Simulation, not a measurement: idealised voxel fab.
Process module under the name voxel wiring stack
We display cut, a cross-section 260 nm in width whose square cells are each 5 nm.
For the purposes of this document, a cross-section shall be understood as a grid of square cells, specified as bands listed in top-to-bottom order, each band consisting of one or more rows of cells. Band: top height; bottom height; in nm. Then, left to right: material with width in nm, for each material. "throughout": a single material spanning edge to edge. "empty": empty space. The reference from which all heights are counted is 0, the level beneath which the as-received wafer is entirely one material; the lowest band, having no lower bound, proceeds downward and is written after the example "0..down". Width spec "30 to 40" -> top row of cells at first value, bottom row at second value, equal per-row change in between. Step marked "nothing different"? Then no cell in the cross-section changed in it. What "Enclosed void inventory" gives you is every empty space of 8 cells or more that is cut off from the top. Each appears as width x height at distance, with the distance taken from the left edge and width, height and distance all in nm. Formally, on a step line, whatever follows the settings is a remark that the simulator itself makes on the step. The setting "overlay nm" may be written on the line of a step. When the step uses a mask, the value reports how far to the right of the planned place the mask lay, and a negative value reports that it lay to the left. If you're wondering how to read the rest of this, here's the deal. It's pairs of cross-sections: one from before a process step, one from after it. The after one is only drawn as far down as the lowest band that changed. Right under each pair you'll see which step sits between them and what its settings were. Don't read the pairs as one continuous story, though. They can come from different runs of this module on the same starting wafer, and a pair only carries on from the one above it where its entry headed "Before step" says so.

Before step:
> 90..85: TiN=55 / empty=5 / TiN=40 / empty=5 / TiN=40 / empty=5 / TiN=40 / empty=5 / TiN=65
> 85..75: lowk=50 / TiN=5 / empty=5 / TiN=5 / lowk=30 / TiN=5 / empty=5 / TiN=5 / lowk=30 / TiN=5 / empty=5 / TiN=5 / lowk=30 / TiN=5 / empty=5 / TiN=5 / lowk=60
> 75..70: SiCN=50 / TiN=15 / SiCN=30 / TiN=15 / SiCN=30 / TiN=15 / SiCN=30 / TiN=15 / SiCN=60
> 70..60: lowk=50 / TiN=5 / Ru=10 / TiN=5 / lowk=25 / TiN=5 / Ru=10 / TiN=5 / lowk=25 / TiN=5 / Ru=10 / TiN=5 / lowk=25 / TiN=5 / Ru=10 / TiN=5 / lowk=55
> 60..55: lowk=50 / TiN=5 / Ru=5 / TiN=10 / lowk=25 / TiN=20 / lowk=25 / TiN=5 / Ru=5 / TiN=10 / lowk=25 / TiN=20 / lowk=55
> 55..45: lowk=50 / TiN=5 / Ru=5 / TiN=5 / lowk=75 / TiN=5 / Ru=5 / TiN=5 / lowk=105
> 45..40: SiCN=50 / TiN=15 / SiCN=75 / TiN=15 / SiCN=105
> 40..20: SiO2=50 / W=20 / SiO2=25 / W=20 / SiO2=25 / W=20 / SiO2=25 / W=20 / SiO2=55
> 20..15: SiO2=50 / TiN=20 / SiO2=25 / TiN=20 / SiO2=25 / TiN=20 / SiO2=25 / TiN=20 / SiO2=55
> 15..0: SiO2 throughout
> 0..down: Si throughout
> Enclosed void inventory: none

Step Result:
> 100..90: Ru throughout
> 90..85: TiN=55 / Ru=5 / TiN=40 / Ru=5 / TiN=40 / Ru=5 / TiN=40 / Ru=5 / TiN=65
> 85..75: lowk=50 / TiN=5 / Ru=5 / TiN=5 / lowk=30 / TiN=5 / Ru=5 / TiN=5 / lowk=30 / TiN=5 / Ru=5 / TiN=5 / lowk=30 / TiN=5 / Ru=5 / TiN=5 / lowk=60
> Below a height of 75, the structure has not been altered.
> Enclosed void inventory: none
What was done to get from the before section above to the after section? FILL_DEP | material Ru | thk nm 10

Before step: starting point is the after cross-section of the pair just above.

Step Result:
> 90..85: TiN=55 / Ru=5 / TiN=40 / Ru=5 / TiN=40 / Ru=5 / TiN=40 / Ru=5 / TiN=65
> Below a height of 85, the structure has not been altered.
> Enclosed void inventory: none
What was done to get from the before section above to the after section? CMP | height nm 90

Before step: starting point is the after cross-section of the pair just above.

Step Result:
> 95..90: TiN throughout
> Below a height of 90, the structure has not been altered.
> Enclosed void inventory: none
What was done to get from the before section above to the after section? DIRECTIONAL_DEP | material TiN | thk nm 5

Before step: starting point is the after cross-section of the pair just above.

Step Result:
> 110..95: W throughout
> Below a height of 95, the structure has not been altered.
> Enclosed void inventory: none
What was done to get from the before section above to the after section? DIRECTIONAL_DEP | material W | thk nm 15

Before step: starting point is the after cross-section of the pair just above.

Step Result:
> 125..110: empty=50 / resist=20 / empty=25 / resist=20 / empty=25 / resist=20 / empty=25 / resist=20 / empty=55
> Below a height of 110, the structure has not been altered.
> Enclosed void inventory: none
What was done to get from the before section above to the after section? PATTERN | tone cover | mask id METAL_3 | material resist | width nm 20 | pitch nm 45 | thk nm 15 | overlay nm 0

Before step: starting point is the after cross-section of the pair just above.

Step Result:
> 125..110: empty=50 / resist=20 / empty=25 / resist=20 / empty=25 / resist=20 / empty=25 / resist=20 / empty=55
> 110..95: empty=50 / W=20 / empty=25 / W=20 / empty=25 / W=20 / empty=25 / W=20 / empty=55
> Below a height of 95, the structure has not been altered.
> Enclosed void inventory: none
What was done to get from the before section above to the after section? DIRECTIONAL_ETCH | etch materials W | depth nm 15

Before step: starting point is the after cross-section of the pair just above.

Step Result:
> 125..110: empty=50 / resist=20 / empty=25 / resist=20 / empty=25 / resist=20 / empty=25 / resist=20 / empty=55
> 110..95: empty=50 / W=20 / empty=25 / W=20 / empty=25 / W=20 / empty=25 / W=20 / empty=55
> 95..90: empty=50 / TiN=20 / empty=25 / TiN=20 / empty=25 / TiN=20 / empty=25 / TiN=20 / empty=55
> Below a height of 90, the structure has not been altered.
> Enclosed void inventory: none
What was done to get from the before section above to the after section? DIRECTIONAL_ETCH | etch materials TiN | depth nm 5

Before step: starting point is the after cross-section of the pair just above.

Step Result:
> 110..95: empty=50 / W=20 / empty=25 / W=20 / empty=25 / W=20 / empty=25 / W=20 / empty=55
> Below a height of 95, the structure has not been altered.
> Enclosed void inventory: none
What was done to get from the before section above to the after section? STRIP | etch materials resist

Before step: starting point is the after cross-section of the pair just above.

Step Result:
> 115..110: lowk throughout
> 110..95: lowk=50 / W=20 / lowk=25 / W=20 / lowk=25 / W=20 / lowk=25 / W=20 / lowk=55
> 95..90: lowk=50 / TiN=20 / lowk=25 / TiN=20 / lowk=25 / TiN=20 / lowk=25 / TiN=20 / lowk=55
> Below a height of 90, the structure has not been altered.
> Enclosed void inventory: none
What was done to get from the before section above to the after section? FILL_DEP | material lowk | thk nm 5

Before step: starting point is the after cross-section of the pair just above.

Step Result:
> 110..95: lowk=50 / W=20 / lowk=25 / W=20 / lowk=25 / W=20 / lowk=25 / W=20 / lowk=55
> Below a height of 95, the structure has not been altered.
> Enclosed void inventory: none
What was done to get from the before section above to the after section? CMP | height nm 110

Before step: starting point is the after cross-section of the pair just above.

Step Result:
> 115..110: SiN throughout
> Below a height of 110, the structure has not been altered.
> Enclosed void inventory: none
What was done to get from the before section above to the after section? CONFORMAL_DEP | material SiN | thk nm 5

Before step:
> 105..90: aC throughout
> 90..80: lowk throughout
> 80..75: SiCN throughout
> 75..60: lowk=50 / TiN=5 / Ru=10 / TiN=5 / lowk=25 / TiN=5 / Ru=10 / TiN=5 / lowk=25 / TiN=5 / Ru=10 / TiN=5 / lowk=25 / TiN=5 / Ru=10 / TiN=5 / lowk=55
> 60..55: lowk=50 / TiN=5 / Ru=5 / TiN=10 / lowk=25 / TiN=20 / lowk=25 / TiN=5 / Ru=5 / TiN=10 / lowk=25 / TiN=20 / lowk=55
> 55..45: lowk=50 / TiN=5 / Ru=5 / TiN=5 / lowk=75 / TiN=5 / Ru=5 / TiN=5 / lowk=105
> 45..40: SiCN=50 / TiN=15 / SiCN=75 / TiN=15 / SiCN=105
> 40..20: SiO2=50 / W=20 / SiO2=25 / W=20 / SiO2=25 / W=20 / SiO2=25 / W=20 / SiO2=55
> 20..15: SiO2=50 / TiN=20 / SiO2=25 / TiN=20 / SiO2=25 / TiN=20 / SiO2=25 / TiN=20 / SiO2=55
> 15..0: SiO2 throughout
> 0..down: Si throughout
> Enclosed void inventory: none

Step Result:
> 135..105: resist=45 / empty=25 / resist=20 / empty=25 / resist=20 / empty=25 / resist=20 / empty=25 / resist=55
> Below a height of 105, the structure has not been altered.
> Enclosed void inventory: none
What was done to get from the before section above to the after section? PATTERN | tone open | mask id PLUG_2 | material resist | width nm 25 | pitch nm 45 | thk nm 30 | overlay nm 0

Before step: starting point is the after cross-section of the pair just above.

Step Result:
> 120..105: resist=45 / empty=25 / resist=20 / empty=25 / resist=20 / empty=25 / resist=20 / empty=25 / resist=55
> 105..90: aC=45 / empty=25 / aC=20 / empty=25 / aC=20 / empty=25 / aC=20 / empty=25 / aC=55
> Below a height of 90, the structure has not been altered.
> Enclosed void inventory: none
What was done to get from the before section above to the after section? DIRECTIONAL_ETCH | etch materials aC | depth nm 15

Before step: starting point is the after cross-section of the pair just above.

Step Result:
> 105..90: aC=45 / empty=25 / aC=20 / empty=25 / aC=20 / empty=25 / aC=20 / empty=25 / aC=55
> Below a height of 90, the structure has not been altered.
> Enclosed void inventory: none
What was done to get from the before section above to the after section? STRIP | etch materials resist

Before step: starting point is the after cross-section of the pair just above.

Step Result:
> 105..90: aC=45 / empty=25 / aC=20 / empty=25 / aC=20 / empty=25 / aC=20 / empty=25 / aC=55
> 90..80: lowk=45 / empty=25 / lowk=20 / empty=25 / lowk=20 / empty=25 / lowk=20 / empty=25 / lowk=55
> Below a height of 80, the structure has not been altered.
> Enclosed void inventory: none
What was done to get from the before section above to the after section? DIRECTIONAL_ETCH | etch materials lowk | depth nm 10

Before step: starting point is the after cross-section of the pair just above.

Step Result:
> 105..90: aC=45 / empty=25 / aC=20 / empty=25 / aC=20 / empty=25 / aC=20 / empty=25 / aC=55
> 90..80: lowk=45 / empty=25 / lowk=20 / empty=25 / lowk=20 / empty=25 / lowk=20 / empty=25 / lowk=55
> 80..75: SiCN=45 / empty=25 / SiCN=20 / empty=25 / SiCN=20 / empty=25 / SiCN=20 / empty=25 / SiCN=55
> Below a height of 75, the structure has not been altered.
> Enclosed void inventory: none
What was done to get from the before section above to the after section? DIRECTIONAL_ETCH | etch materials SiCN | depth nm 5

Before step: starting point is the after cross-section of the pair just above.

Step Result:
> 90..80: lowk=45 / empty=25 / lowk=20 / empty=25 / lowk=20 / empty=25 / lowk=20 / empty=25 / lowk=55
> Below a height of 80, the structure has not been altered.
> Enclosed void inventory: none
What was done to get from the before section above to the after section? STRIP | etch materials aC

Before step: starting point is the after cross-section of the pair just above.

Step Result:
> 95..90: TiN=50 / empty=15 / TiN=30 / empty=15 / TiN=30 / empty=15 / TiN=30 / empty=15 / TiN=60
> 90..80: lowk=45 / TiN=5 / empty=15 / TiN=5 / lowk=20 / TiN=5 / empty=15 / TiN=5 / lowk=20 / TiN=5 / empty=15 / TiN=5 / lowk=20 / TiN=5 / empty=15 / TiN=5 / lowk=55
> 80..75: SiCN=45 / TiN=25 / SiCN=20 / TiN=25 / SiCN=20 / TiN=25 / SiCN=20 / TiN=25 / SiCN=55
> Below a height of 75, the structure has not been altered.
> Enclosed void inventory: none
What was done to get from the before section above to the after section? CONFORMAL_DEP | material TiN | thk nm 5

Before step: starting point is the after cross-section of the pair just above.

Step Result:
> 105..95: Ru throughout
> 95..90: TiN=50 / Ru=15 / TiN=30 / Ru=15 / TiN=30 / Ru=15 / TiN=30 / Ru=15 / TiN=60
> 90..80: lowk=45 / TiN=5 / Ru=15 / TiN=5 / lowk=20 / TiN=5 / Ru=15 / TiN=5 / lowk=20 / TiN=5 / Ru=15 / TiN=5 / lowk=20 / TiN=5 / Ru=15 / TiN=5 / lowk=55
> Below a height of 80, the structure has not been altered.
> Enclosed void inventory: none
What was done to get from the before section above to the after section? FILL_DEP | material Ru | thk nm 10

Before step: starting point is the after cross-section of the pair just above.

Step Result:
> 90..80: lowk=45 / TiN=5 / Ru=15 / TiN=5 / lowk=20 / TiN=5 / Ru=15 / TiN=5 / lowk=20 / TiN=5 / Ru=15 / TiN=5 / lowk=20 / TiN=5 / Ru=15 / TiN=5 / lowk=55
> Below a height of 80, the structure has not been altered.
> Enclosed void inventory: none
What was done to get from the before section above to the after section? CMP | height nm 90

Before step: starting point is the after cross-section of the pair just above.

Step Result:
> 95..90: TiN throughout
> Below a height of 90, the structure has not been altered.
> Enclosed void inventory: none
What was done to get from the before section above to the after section? DIRECTIONAL_DEP | material TiN | thk nm 5

Before step: starting point is the after cross-section of the pair just above.

Step Result:
> 110..95: W throughout
> Below a height of 95, the structure has not been altered.
> Enclosed void inventory: none
What was done to get from the before section above to the after section? DIRECTIONAL_DEP | material W | thk nm 15

Before step: starting point is the after cross-section of the pair just above.

Step Result:
> 125..110: empty=50 / resist=20 / empty=25 / resist=20 / empty=25 / resist=20 / empty=25 / resist=20 / empty=55
> Below a height of 110, the structure has not been altered.
> Enclosed void inventory: none
What was done to get from the before section above to the after section? PATTERN | tone cover | mask id METAL_3 | material resist | width nm 20 | pitch nm 45 | thk nm 15 | overlay nm 0

Before step: starting point is the after cross-section of the pair just above.

Step Result:
> 125..110: empty=50 / resist=20 / empty=25 / resist=20 / empty=25 / resist=20 / empty=25 / resist=20 / empty=55
> 110..95: empty=50 / W=20 / empty=25 / W=20 / empty=25 / W=20 / empty=25 / W=20 / empty=55
> Below a height of 95, the structure has not been altered.
> Enclosed void inventory: none
What was done to get from the before section above to the after section? DIRECTIONAL_ETCH | etch materials W | depth nm 15

Before step: starting point is the after cross-section of the pair just above.

Step Result:
> 125..110: empty=50 / resist=20 / empty=25 / resist=20 / empty=25 / resist=20 / empty=25 / resist=20 / empty=55
> 110..95: empty=50 / W=20 / empty=25 / W=20 / empty=25 / W=20 / empty=25 / W=20 / empty=55
> 95..90: empty=50 / TiN=20 / empty=25 / TiN=20 / empty=25 / TiN=20 / empty=25 / TiN=20 / empty=55
> Below a height of 90, the structure has not been altered.
> Enclosed void inventory: none
What was done to get from the before section above to the after section? DIRECTIONAL_ETCH | etch materials TiN | depth nm 5

Before step: starting point is the after cross-section of the pair just above.

Step Result:
> 110..95: empty=50 / W=20 / empty=25 / W=20 / empty=25 / W=20 / empty=25 / W=20 / empty=55
> Below a height of 95, the structure has not been altered.
> Enclosed void inventory: none
What was done to get from the before section above to the after section? STRIP | etch materials resist

Before step: starting point is the after cross-section of the pair just above.

Step Result:
> 115..110: lowk throughout
> 110..95: lowk=50 / W=20 / lowk=25 / W=20 / lowk=25 / W=20 / lowk=25 / W=20 / lowk=55
> 95..90: lowk=50 / TiN=20 / lowk=25 / TiN=20 / lowk=25 / TiN=20 / lowk=25 / TiN=20 / lowk=55
> Below a height of 90, the structure has not been altered.
> Enclosed void inventory: none
What was done to get from the before section above to the after section? FILL_DEP | material lowk | thk nm 5

Before step: starting point is the after cross-section of the pair just above.

Step Result:
> 110..95: lowk=50 / W=20 / lowk=25 / W=20 / lowk=25 / W=20 / lowk=25 / W=20 / lowk=55
> Below a height of 95, the structure has not been altered.
> Enclosed void inventory: none
What was done to get from the before section above to the after section? CMP | height nm 110

Before step: starting point is the after cross-section of the pair just above.

Step Result:
> 115..110: SiN throughout
> Below a height of 110, the structure has not been altered.
> Enclosed void inventory: none
What was done to get from the before section above to the after section? CONFORMAL_DEP | material SiN | thk nm 5

Before step:
> 105..90: aC throughout
> 90..80: lowk throughout
> 80..75: SiCN throughout
> 75..60: lowk=50 / TiN=5 / Ru=10 / TiN=5 / lowk=25 / TiN=5 / Ru=10 / TiN=5 / lowk=25 / TiN=5 / Ru=10 / TiN=5 / lowk=25 / TiN=5 / Ru=10 / TiN=5 / lowk=55
> 60..55: lowk=50 / TiN=5 / Ru=5 / TiN=10 / lowk=25 / TiN=20 / lowk=25 / TiN=5 / Ru=5 / TiN=10 / lowk=25 / TiN=20 / lowk=55
> 55..45: lowk=50 / TiN=5 / Ru=5 / TiN=5 / lowk=75 / TiN=5 / Ru=5 / TiN=5 / lowk=105
> 45..40: SiCN=50 / TiN=15 / SiCN=75 / TiN=15 / SiCN=105
> 40..20: SiO2=50 / W=20 / SiO2=25 / W=20 / SiO2=25 / W=20 / SiO2=25 / W=20 / SiO2=55
> 20..15: SiO2=50 / TiN=20 / SiO2=25 / TiN=20 / SiO2=25 / TiN=20 / SiO2=25 / TiN=20 / SiO2=55
> 15..0: SiO2 throughout
> 0..down: Si throughout
> Enclosed void inventory: none

Step Result:
> 135..105: resist=45 / empty=15 / resist=30 / empty=15 / resist=30 / empty=15 / resist=30 / empty=15 / resist=65
> Below a height of 105, the structure has not been altered.
> Enclosed void inventory: none
What was done to get from the before section above to the after section? PATTERN | tone open | mask id PLUG_2 | material resist | width nm 15 | pitch nm 45 | thk nm 30 | overlay nm -5

Before step: starting point is the after cross-section of the pair just above.

Step Result:
> 120..105: resist=45 / empty=15 / resist=30 / empty=15 / resist=30 / empty=15 / resist=30 / empty=15 / resist=65
> 105..90: aC=45 / empty=15 / aC=30 / empty=15 / aC=30 / empty=15 / aC=30 / empty=15 / aC=65
> Below a height of 90, the structure has not been altered.
> Enclosed void inventory: none
What was done to get from the before section above to the after section? DIRECTIONAL_ETCH | etch materials aC | depth nm 15

Before step: starting point is the after cross-section of the pair just above.

Step Result:
> 105..90: aC=45 / empty=15 / aC=30 / empty=15 / aC=30 / empty=15 / aC=30 / empty=15 / aC=65
> Below a height of 90, the structure has not been altered.
> Enclosed void inventory: none
What was done to get from the before section above to the after section? STRIP | etch materials resist

Before step: starting point is the after cross-section of the pair just above.

Step Result:
> 105..90: aC=45 / empty=15 / aC=30 / empty=15 / aC=30 / empty=15 / aC=30 / empty=15 / aC=65
> 90..80: lowk=45 / empty=15 / lowk=30 / empty=15 / lowk=30 / empty=15 / lowk=30 / empty=15 / lowk=65
> Below a height of 80, the structure has not been altered.
> Enclosed void inventory: none
What was done to get from the before section above to the after section? DIRECTIONAL_ETCH | etch materials lowk | depth nm 10

Before step: starting point is the after cross-section of the pair just above.

Step Result:
> 105..90: aC=45 / empty=15 / aC=30 / empty=15 / aC=30 / empty=15 / aC=30 / empty=15 / aC=65
> 90..80: lowk=45 / empty=15 / lowk=30 / empty=15 / lowk=30 / empty=15 / lowk=30 / empty=15 / lowk=65
> 80..75: SiCN=45 / empty=15 / SiCN=30 / empty=15 / SiCN=30 / empty=15 / SiCN=30 / empty=15 / SiCN=65
> Below a height of 75, the structure has not been altered.
> Enclosed void inventory: none
What was done to get from the before section above to the after section? DIRECTIONAL_ETCH | etch materials SiCN | depth nm 5

Before step: starting point is the after cross-section of the pair just above.

Step Result:
> 90..80: lowk=45 / empty=15 / lowk=30 / empty=15 / lowk=30 / empty=15 / lowk=30 / empty=15 / lowk=65
> Below a height of 80, the structure has not been altered.
> Enclosed void inventory: none
What was done to get from the before section above to the after section? STRIP | etch materials aC

Before step: starting point is the after cross-section of the pair just above.

Step Result:
> 95..90: TiN=50 / empty=5 / TiN=40 / empty=5 / TiN=40 / empty=5 / TiN=40 / empty=5 / TiN=70
> 90..80: lowk=45 / TiN=5 / empty=5 / TiN=5 / lowk=30 / TiN=5 / empty=5 / TiN=5 / lowk=30 / TiN=5 / empty=5 / TiN=5 / lowk=30 / TiN=5 / empty=5 / TiN=5 / lowk=65
> 80..75: SiCN=45 / TiN=15 / SiCN=30 / TiN=15 / SiCN=30 / TiN=15 / SiCN=30 / TiN=15 / SiCN=65
> Below a height of 75, the structure has not been altered.
> Enclosed void inventory: none
What was done to get from the before section above to the after section? CONFORMAL_DEP | material TiN | thk nm 5

Before step: starting point is the after cross-section of the pair just above.

Step Result:
> 105..95: Ru throughout
> 95..90: TiN=50 / Ru=5 / TiN=40 / Ru=5 / TiN=40 / Ru=5 / TiN=40 / Ru=5 / TiN=70
> 90..80: lowk=45 / TiN=5 / Ru=5 / TiN=5 / lowk=30 / TiN=5 / Ru=5 / TiN=5 / lowk=30 / TiN=5 / Ru=5 / TiN=5 / lowk=30 / TiN=5 / Ru=5 / TiN=5 / lowk=65
> Below a height of 80, the structure has not been altered.
> Enclosed void inventory: none
What was done to get from the before section above to the after section? FILL_DEP | material Ru | thk nm 10

Before step: starting point is the after cross-section of the pair just above.

Step Result:
> 90..80: lowk=45 / TiN=5 / Ru=5 / TiN=5 / lowk=30 / TiN=5 / Ru=5 / TiN=5 / lowk=30 / TiN=5 / Ru=5 / TiN=5 / lowk=30 / TiN=5 / Ru=5 / TiN=5 / lowk=65
> Below a height of 80, the structure has not been altered.
> Enclosed void inventory: none
What was done to get from the before section above to the after section? CMP | height nm 90

Before step: starting point is the after cross-section of the pair just above.

Step Result:
> 95..90: TiN throughout
> Below a height of 90, the structure has not been altered.
> Enclosed void inventory: none
What was done to get from the before section above to the after section? DIRECTIONAL_DEP | material TiN | thk nm 5

Before step: starting point is the after cross-section of the pair just above.

Step Result:
> 110..95: W throughout
> Below a height of 95, the structure has not been altered.
> Enclosed void inventory: none
What was done to get from the before section above to the after section? DIRECTIONAL_DEP | material W | thk nm 15

Before step: starting point is the after cross-section of the pair just above.

Step Result:
> 125..110: empty=50 / resist=20 / empty=25 / resist=20 / empty=25 / resist=20 / empty=25 / resist=20 / empty=55
> Below a height of 110, the structure has not been altered.
> Enclosed void inventory: none
What was done to get from the before section above to the after section? PATTERN | tone cover | mask id METAL_3 | material resist | width nm 20 | pitch nm 45 | thk nm 15 | overlay nm 0

Before step: starting point is the after cross-section of the pair just above.

Step Result:
> 125..110: empty=50 / resist=20 / empty=25 / resist=20 / empty=25 / resist=20 / empty=25 / resist=20 / empty=55
> 110..95: empty=50 / W=20 / empty=25 / W=20 / empty=25 / W=20 / empty=25 / W=20 / empty=55
> Below a height of 95, the structure has not been altered.
> Enclosed void inventory: none
What was done to get from the before section above to the after section? DIRECTIONAL_ETCH | etch materials W | depth nm 15

Before step: starting point is the after cross-section of the pair just above.

Step Result:
> 125..110: empty=50 / resist=20 / empty=25 / resist=20 / empty=25 / resist=20 / empty=25 / resist=20 / empty=55
> 110..95: empty=50 / W=20 / empty=25 / W=20 / empty=25 / W=20 / empty=25 / W=20 / empty=55
> 95..90: empty=50 / TiN=20 / empty=25 / TiN=20 / empty=25 / TiN=20 / empty=25 / TiN=20 / empty=55
> Below a height of 90, the structure has not been altered.
> Enclosed void inventory: none
What was done to get from the before section above to the after section? DIRECTIONAL_ETCH | etch materials TiN | depth nm 5

Before step: starting point is the after cross-section of the pair just above.

Step Result:
> 110..95: empty=50 / W=20 / empty=25 / W=20 / empty=25 / W=20 / empty=25 / W=20 / empty=55
> Below a height of 95, the structure has not been altered.
> Enclosed void inventory: none
What was done to get from the before section above to the after section? STRIP | etch materials resist

Before step: starting point is the after cross-section of the pair just above.

Step Result:
> 115..110: lowk throughout
> 110..95: lowk=50 / W=20 / lowk=25 / W=20 / lowk=25 / W=20 / lowk=25 / W=20 / lowk=55
> 95..90: lowk=50 / TiN=20 / lowk=25 / TiN=20 / lowk=25 / TiN=20 / lowk=25 / TiN=20 / lowk=55
> Below a height of 90, the structure has not been altered.
> Enclosed void inventory: none
What was done to get from the before section above to the after section? FILL_DEP | material lowk | thk nm 5

Before step: starting point is the after cross-section of the pair just above.

Step Result:
> 110..95: lowk=50 / W=20 / lowk=25 / W=20 / lowk=25 / W=20 / lowk=25 / W=20 / lowk=55
> Below a height of 95, the structure has not been altered.
> Enclosed void inventory: none
What was done to get from the before section above to the after section? CMP | height nm 110

Before step: starting point is the after cross-section of the pair just above.

Step Result:
> 115..110: SiN throughout
> Below a height of 110, the structure has not been altered.
> Enclosed void inventory: none
What was done to get from the before section above to the after section? CONFORMAL_DEP | material SiN | thk nm 5

Before step:
> 75..60: lowk=50 / TiN=5 / Ru=10 / TiN=5 / lowk=25 / TiN=5 / Ru=10 / TiN=5 / lowk=25 / TiN=5 / Ru=10 / TiN=5 / lowk=25 / TiN=5 / Ru=10 / TiN=5 / lowk=55
> 60..55: lowk=50 / TiN=5 / Ru=5 / TiN=10 / lowk=25 / TiN=20 / lowk=25 / TiN=5 / Ru=5 / TiN=10 / lowk=25 / TiN=20 / lowk=55
> 55..45: lowk=50 / TiN=5 / Ru=5 / TiN=5 / lowk=75 / TiN=5 / Ru=5 / TiN=5 / lowk=105
> 45..40: SiCN=50 / TiN=15 / SiCN=75 / TiN=15 / SiCN=105
> 40..20: SiO2=50 / W=20 / SiO2=25 / W=20 / SiO2=25 / W=20 / SiO2=25 / W=20 / SiO2=55
> 20..15: SiO2=50 / TiN=20 / SiO2=25 / TiN=20 / SiO2=25 / TiN=20 / SiO2=25 / TiN=20 / SiO2=55
> 15..0: SiO2 throughout
> 0..down: Si throughout
> Enclosed void inventory: none

Step Result:
> 80..75: lowk throughout
> Below a height of 75, the structure has not been altered.
> Enclosed void inventory: none
What was done to get from the before section above to the after section? CONFORMAL_DEP | material lowk | thk nm 5

Before step: starting point is the after cross-section of the pair just above.

Step Result:
> 90..75: lowk throughout
> Below a height of 75, the structure has not been altered.
> Enclosed void inventory: none
What was done to get from the before section above to the after section? DIRECTIONAL_DEP | material lowk | thk nm 10

Before step: starting point is the after cross-section of the pair just above.

Step Result:
> 105..90: aC throughout
> Below a height of 90, the structure has not been altered.
> Enclosed void inventory: none
What was done to get from the before section above to the after section? DIRECTIONAL_DEP | material aC | thk nm 15

Before step: starting point is the after cross-section of the pair just above.

Step Result:
> 135..105: resist=50 / empty=15 / resist=30 / empty=15 / resist=30 / empty=15 / resist=30 / empty=15 / resist=60
> Below a height of 105, the structure has not been altered.
> Enclosed void inventory: none
What was done to get from the before section above to the after section? PATTERN | tone open | mask id PLUG_2 | material resist | width nm 15 | pitch nm 45 | thk nm 30 | overlay nm 0

Before step: starting point is the after cross-section of the pair just above.

Step Result:
> 120..105: resist=50 / empty=15 / resist=30 / empty=15 / resist=30 / empty=15 / resist=30 / empty=15 / resist=60
> 105..90: aC=50 / empty=15 / aC=30 / empty=15 / aC=30 / empty=15 / aC=30 / empty=15 / aC=60
> Below a height of 90, the structure has not been altered.
> Enclosed void inventory: none
What was done to get from the before section above to the after section? DIRECTIONAL_ETCH | etch materials aC | depth nm 15

Before step: starting point is the after cross-section of the pair just above.

Step Result:
> 105..90: aC=50 / empty=15 / aC=30 / empty=15 / aC=30 / empty=15 / aC=30 / empty=15 / aC=60
> Below a height of 90, the structure has not been altered.
> Enclosed void inventory: none
What was done to get from the before section above to the after section? STRIP | etch materials resist

Before step: starting point is the after cross-section of the pair just above.

Step Result:
> 105..90: aC=50 / empty=15 / aC=30 / empty=15 / aC=30 / empty=15 / aC=30 / empty=15 / aC=60
> 90..80: lowk=50 / empty=15 / lowk=30 / empty=15 / lowk=30 / empty=15 / lowk=30 / empty=15 / lowk=60
> Below a height of 80, the structure has not been altered.
> Enclosed void inventory: none
What was done to get from the before section above to the after section? DIRECTIONAL_ETCH | etch materials lowk | depth nm 10

Before step: starting point is the after cross-section of the pair just above.

Step Result:
> 90..80: lowk=50 / empty=15 / lowk=30 / empty=15 / lowk=30 / empty=15 / lowk=30 / empty=15 / lowk=60
> Below a height of 80, the structure has not been altered.
> Enclosed void inventory: none
What was done to get from the before section above to the after section? STRIP | etch materials aC

Before step: starting point is the after cross-section of the pair just above.

Step Result:
> 95..90: TiN=55 / empty=5 / TiN=40 / empty=5 / TiN=40 / empty=5 / TiN=40 / empty=5 / TiN=65
> 90..85: lowk=50 / TiN=5 / empty=5 / TiN=5 / lowk=30 / TiN=5 / empty=5 / TiN=5 / lowk=30 / TiN=5 / empty=5 / TiN=5 / lowk=30 / TiN=5 / empty=5 / TiN=5 / lowk=60
> 85..80: lowk=50 / TiN=15 / lowk=30 / TiN=15 / lowk=30 / TiN=15 / lowk=30 / TiN=15 / lowk=60
> Below a height of 80, the structure has not been altered.
> Enclosed void inventory: none
What was done to get from the before section above to the after section? CONFORMAL_DEP | material TiN | thk nm 5

Before step: starting point is the after cross-section of the pair just above.

Step Result:
> 105..95: Ru throughout
> 95..90: TiN=55 / Ru=5 / TiN=40 / Ru=5 / TiN=40 / Ru=5 / TiN=40 / Ru=5 / TiN=65
> 90..85: lowk=50 / TiN=5 / Ru=5 / TiN=5 / lowk=30 / TiN=5 / Ru=5 / TiN=5 / lowk=30 / TiN=5 / Ru=5 / TiN=5 / lowk=30 / TiN=5 / Ru=5 / TiN=5 / lowk=60
> Below a height of 85, the structure has not been altered.
> Enclosed void inventory: none
What was done to get from the before section above to the after section? FILL_DEP | material Ru | thk nm 10

Before step: starting point is the after cross-section of the pair just above.

Step Result:
> 90..85: lowk=50 / TiN=5 / Ru=5 / TiN=5 / lowk=30 / TiN=5 / Ru=5 / TiN=5 / lowk=30 / TiN=5 / Ru=5 / TiN=5 / lowk=30 / TiN=5 / Ru=5 / TiN=5 / lowk=60
> Below a height of 85, the structure has not been altered.
> Enclosed void inventory: none
What was done to get from the before section above to the after section? CMP | height nm 90

Before step: starting point is the after cross-section of the pair just above.

Step Result:
> 95..90: TiN throughout
> Below a height of 90, the structure has not been altered.
> Enclosed void inventory: none
What was done to get from the before section above to the after section? DIRECTIONAL_DEP | material TiN | thk nm 5

Before step: starting point is the after cross-section of the pair just above.

Step Result:
> 110..95: W throughout
> Below a height of 95, the structure has not been altered.
> Enclosed void inventory: none
What was done to get from the before section above to the after section? DIRECTIONAL_DEP | material W | thk nm 15

Before step: starting point is the after cross-section of the pair just above.

Step Result:
> 125..110: empty=50 / resist=20 / empty=25 / resist=20 / empty=25 / resist=20 / empty=25 / resist=20 / empty=55
> Below a height of 110, the structure has not been altered.
> Enclosed void inventory: none
What was done to get from the before section above to the after section? PATTERN | tone cover | mask id METAL_3 | material resist | width nm 20 | pitch nm 45 | thk nm 15 | overlay nm 0

Before step: starting point is the after cross-section of the pair just above.

Step Result:
> 125..110: empty=50 / resist=20 / empty=25 / resist=20 / empty=25 / resist=20 / empty=25 / resist=20 / empty=55
> 110..95: empty=50 / W=20 / empty=25 / W=20 / empty=25 / W=20 / empty=25 / W=20 / empty=55
> Below a height of 95, the structure has not been altered.
> Enclosed void inventory: none
What was done to get from the before section above to the after section? DIRECTIONAL_ETCH | etch materials W | depth nm 15
